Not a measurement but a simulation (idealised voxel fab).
Process module in this document: voxel spacer lines
The width of the displayed cross-section, cut, is 260 nm; its cells are square, with a size of 5 nm.
Bands, listed from the top down, are how a cross-section gets written in this document; the cross-section itself is a grid of square cells, and a band is one or more rows of them. Band: top height; bottom height; in nm. Then, left to right: material with width in nm, for each material. "edge to edge": a single material spanning edge to edge. "empty": empty space. Height reference: 0 = level under which incoming wafer is all one material. Lowest band: no bottom, runs on downward, e.g. "0..down". A two-number width, for instance "30->40", indicates that the width is equal to the first number in the top row of the band and to the second number in the bottom row, and that it changes by a constant amount per row of cells. "no alterations made", as given for a step, is the statement that not any cell of the cross-section underwent a change during that step. Empty spaces without an open route to the top, at least 8 cells in extent, make up the entry "Closed internal voids"; each is given as width x height at distance, where the distance is measured from the left edge, and all are in nm. Read whatever lies past the settings on a step's line as the simulator's own remark about the step. If you see "overlay nm" on a step's line and that step has a mask, it's telling you how far right of where it was planned the mask ended up; a negative number means it went left instead.
PLANNED STEP LIST FOR THE PROCESS
1: RECEIVE (material Si)
2: CONFORMAL_DEP (material Al2O3; thk nm 10)
3: DIRECTIONAL_DEP (material SiN; thk nm 10)
4: DIRECTIONAL_DEP (material aC; thk nm 25)
5: PATTERN (tone cover; mask id MANDREL; material resist; width nm 25; pitch nm 70; thk nm 35; overlay nm 0)
6: DIRECTIONAL_ETCH (etch materials aC; depth nm 25)
7: STRIP (etch materials resist)
8: CONFORMAL_DEP (material SiO2; thk nm 10)
9: DIRECTIONAL_ETCH (etch materials SiO2; depth nm 10)
10: STRIP (etch materials aC)
11: DIRECTIONAL_ETCH (etch materials SiN; depth nm 10)
12: STRIP (etch materials SiO2)
ACCOUNT OF THE FIRST OF TWO WAFERS, WHICH WAS PROCESSED AS INTENDED
HERE'S WHAT THE WAFER LOOKED LIKE IN CROSS-SECTION WHEN IT ARRIVED - THAT'S AFTER STEP 1
* 0..down = Si edge to edge
* Closed internal voids: none
THE FOLLOWING CROSS-SECTION DEPICTS THE WAFER UPON COMPLETION OF STEP 2
* 10..0 = Al2O3 edge to edge
* At heights below 0, the structure remains unaltered.
THE FOLLOWING CROSS-SECTION DEPICTS THE WAFER UPON COMPLETION OF STEP 3
* 20..10 = SiN edge to edge
* At heights below 10, the structure remains unaltered.
THE FOLLOWING CROSS-SECTION DEPICTS THE WAFER UPON COMPLETION OF STEP 4
* 45..20 = aC edge to edge
* At heights below 20, the structure remains unaltered.
THE FOLLOWING CROSS-SECTION DEPICTS THE WAFER UPON COMPLETION OF STEP 5
* 80..45 = empty=45  resist=25  empty=45  resist=25  empty=45  resist=25  empty=50
* At heights below 45, the structure remains unaltered.
THE FOLLOWING CROSS-SECTION DEPICTS THE WAFER UPON COMPLETION OF STEP 6
* 55..45 = empty=45  resist=25  empty=45  resist=25  empty=45  resist=25  empty=50
* 45..20 = empty=45  aC=25  empty=45  aC=25  empty=45  aC=25  empty=50
* At heights below 20, the structure remains unaltered.
THE FOLLOWING CROSS-SECTION DEPICTS THE WAFER UPON COMPLETION OF STEP 7
* 45..20 = empty=45  aC=25  empty=45  aC=25  empty=45  aC=25  empty=50
* At heights below 20, the structure remains unaltered.
THE FOLLOWING CROSS-SECTION DEPICTS THE WAFER UPON COMPLETION OF STEP 8
* 55..45 = empty=35  SiO2=45  empty=25  SiO2=45  empty=25  SiO2=45  empty=40
* 45..30 = empty=35  SiO2=10  aC=25  SiO2=10  empty=25  SiO2=10  aC=25  SiO2=10  empty=25  SiO2=10  aC=25  SiO2=10  empty=40
* 30..20 = SiO2=45  aC=25  SiO2=45  aC=25  SiO2=45  aC=25  SiO2=50
* At heights below 20, the structure remains unaltered.
THE FOLLOWING CROSS-SECTION DEPICTS THE WAFER UPON COMPLETION OF STEP 9
* 45..20 = empty=35  SiO2=10  aC=25  SiO2=10  empty=25  SiO2=10  aC=25  SiO2=10  empty=25  SiO2=10  aC=25  SiO2=10  empty=40
* At heights below 20, the structure remains unaltered.
THE FOLLOWING CROSS-SECTION DEPICTS THE WAFER UPON COMPLETION OF STEP 10
* 45..20 = empty=35  SiO2=10  empty=25  SiO2=10  empty=25  SiO2=10  empty=25  SiO2=10  empty=25  SiO2=10  empty=25  SiO2=10  empty=40
* At heights below 20, the structure remains unaltered.
THE FOLLOWING CROSS-SECTION DEPICTS THE WAFER UPON COMPLETION OF STEP 11
* 45..20 = empty=35  SiO2=10  empty=25  SiO2=10  empty=25  SiO2=10  empty=25  SiO2=10  empty=25  SiO2=10  empty=25  SiO2=10  empty=40
* 20..10 = empty=35  SiN=10  empty=25  SiN=10  empty=25  SiN=10  empty=25  SiN=10  empty=25  SiN=10  empty=25  SiN=10  empty=40
* At heights below 10, the structure remains unaltered.
THE FOLLOWING CROSS-SECTION DEPICTS THE WAFER UPON COMPLETION OF STEP 12
* 20..10 = empty=35  SiN=10  empty=25  SiN=10  empty=25  SiN=10  empty=25  SiN=10  empty=25  SiN=10  empty=25  SiN=10  empty=40
* At heights below 10, the structure remains unaltered.
SECOND WAFER: SAME START AND SAME PLAN AS THE FIRST, ONE EXECUTION ERROR; IDENTICAL TO THE FIRST THROUGH STEP 1
Second wafer at the planned finish of step 2, seen in cross-section: no alterations made
SECOND WAFER AT THE PLANNED FINISH OF STEP 3, SEEN IN CROSS-SECTION
* 10..0 = SiN edge to edge
* At heights below 0, the structure remains unaltered.
SECOND WAFER AT THE PLANNED FINISH OF STEP 4, SEEN IN CROSS-SECTION
* 35..10 = aC edge to edge
* At heights below 10, the structure remains unaltered.
SECOND WAFER AT THE PLANNED FINISH OF STEP 5, SEEN IN CROSS-SECTION
* 70..35 = empty=45  resist=25  empty=45  resist=25  empty=45  resist=25  empty=50
* At heights below 35, the structure remains unaltered.
SECOND WAFER AT THE PLANNED FINISH OF STEP 6, SEEN IN CROSS-SECTION
* 45..35 = empty=45  resist=25  empty=45  resist=25  empty=45  resist=25  empty=50
* 35..10 = empty=45  aC=25  empty=45  aC=25  empty=45  aC=25  empty=50
* At heights below 10, the structure remains unaltered.
SECOND WAFER AT THE PLANNED FINISH OF STEP 7, SEEN IN CROSS-SECTION
* 35..10 = empty=45  aC=25  empty=45  aC=25  empty=45  aC=25  empty=50
* At heights below 10, the structure remains unaltered.
SECOND WAFER AT THE PLANNED FINISH OF STEP 8, SEEN IN CROSS-SECTION
* 45..35 = empty=35  SiO2=45  empty=25  SiO2=45  empty=25  SiO2=45  empty=40
* 35..20 = empty=35  SiO2=10  aC=25  SiO2=10  empty=25  SiO2=10  aC=25  SiO2=10  empty=25  SiO2=10  aC=25  SiO2=10  empty=40
* 20..10 = SiO2=45  aC=25  SiO2=45  aC=25  SiO2=45  aC=25  SiO2=50
* At heights below 10, the structure remains unaltered.
SECOND WAFER AT THE PLANNED FINISH OF STEP 9, SEEN IN CROSS-SECTION
* 35..10 = empty=35  SiO2=10  aC=25  SiO2=10  empty=25  SiO2=10  aC=25  SiO2=10  empty=25  SiO2=10  aC=25  SiO2=10  empty=40
* At heights below 10, the structure remains unaltered.
SECOND WAFER AT THE PLANNED FINISH OF STEP 10, SEEN IN CROSS-SECTION
* 35..10 = empty=35  SiO2=10  empty=25  SiO2=10  empty=25  SiO2=10  empty=25  SiO2=10  empty=25  SiO2=10  empty=25  SiO2=10  empty=40
* At heights below 10, the structure remains unaltered.
SECOND WAFER AT THE PLANNED FINISH OF STEP 11, SEEN IN CROSS-SECTION
* 35..10 = empty=35  SiO2=10  empty=25  SiO2=10  empty=25  SiO2=10  empty=25  SiO2=10  empty=25  SiO2=10  empty=25  SiO2=10  empty=40
* 10..0 = empty=35  SiN=10  empty=25  SiN=10  empty=25  SiN=10  empty=25  SiN=10  empty=25  SiN=10  empty=25  SiN=10  empty=40
* At heights below 0, the structure remains unaltered.
SECOND WAFER AT THE PLANNED FINISH OF STEP 12, SEEN IN CROSS-SECTION
* 10..0 = empty=35  SiN=10  empty=25  SiN=10  empty=25  SiN=10  empty=25  SiN=10  empty=25  SiN=10  empty=25  SiN=10  empty=40
* At heights below 0, the structure remains unaltered.
Short version of what went wrong: it should be noted that step 2 of the plan was omitted and was not performed
Upon completion, the second wafer contains, in terms of cells, a greater or smaller amount of certain materials than the first wafer: Al2O3: 104 fewer
